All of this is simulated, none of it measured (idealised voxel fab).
This is a process module. Its name is voxel released beams.
We display cut, a cross-section 180 nm in width whose square cells are each 5 nm.
Format of a cross-section: grid, square cells. Given as bands. Order: top down. Band: one or more rows of cells. A band entry consists of two parts. The first gives the height of the band's top and the height of its bottom, in nm. The rest lists the band's materials from left to right, each with its width in nm. A single material labelled with the word "edge to edge" fills the band from edge to edge, and the word "air" marks empty space. A quick word on heights: they are counted from 0, and under that level the wafer as it came to us is one material throughout. The lowest band is different from the rest in having no bottom; it simply continues downward, written as in "0 -> down". Read "30 to 40" as a graded width: first number on top, second number at the bottom, same change between each pair of neighbouring rows. Given "remains unaltered" for a step, no cell of the cross-section differs between before and after that step. Any empty space of 8 cells or more lacking an open way to the top shows up in "Enclosed void catalog" as width x height at distance, distance from the left edge, in nm. after a step's settings: what the simulator itself notes on the step. What "overlay nm" on a step's line means: if the step has a mask, that mask lay this far to the right of its planned place, or, when the value is negative, to the left.

The process steps that were planned are listed below:
1) RECEIVE [material Si]
2) CONFORMAL_DEP [material SiN] [thk nm 5]
3) DIRECTIONAL_DEP [material SiO2] [thk nm 10]
4) MASKED_ETCH [tone open] [mask id ANCHOR] [width nm 35] [etch materials SiO2] [depth nm 10] [overlay nm 0]
5) CONFORMAL_DEP [material TiN] [thk nm 10]
6) MASKED_ETCH [tone cover] [mask id BEAM] [width nm 80] [etch materials TiN] [depth nm 10] [overlay nm 0]
7) STRIP [etch materials SiO2]

Cross-section of the wafer upon arrival, representing the state reached after step 1:
  0 -> down | Si edge to edge
  Enclosed void catalog: none

Cross-sectional view of the first of the two wafers upon completion of the module, processed in accordance with the plan:
  25 -> 15 | 45 of air | 15 of TiN | 15 of air | 50 of TiN | 55 of air
  15 -> 5 | 50 of air | 35 of TiN | 95 of air
  5 -> 0 | SiN edge to edge
  0 -> down | Si edge to edge
  Enclosed void catalog: none

Cross-section, second wafer: same start as the first, same plan as the first, one mistake in running it; taken at the end of the module:
  25 -> 15 | 45 of air | 80 of TiN | 55 of air
  15 -> 10 | SiN edge to edge
  10 -> 0 | SiO2 edge to edge
  0 -> down | Si edge to edge
  Enclosed void catalog: none
Against the plan, the run slipped here: steps 2 and 3 traded places in the executed sequence
Heads up, by the end the second wafer has more or fewer cells of some materials compared to the first: SiO2 +72 | TiN -8
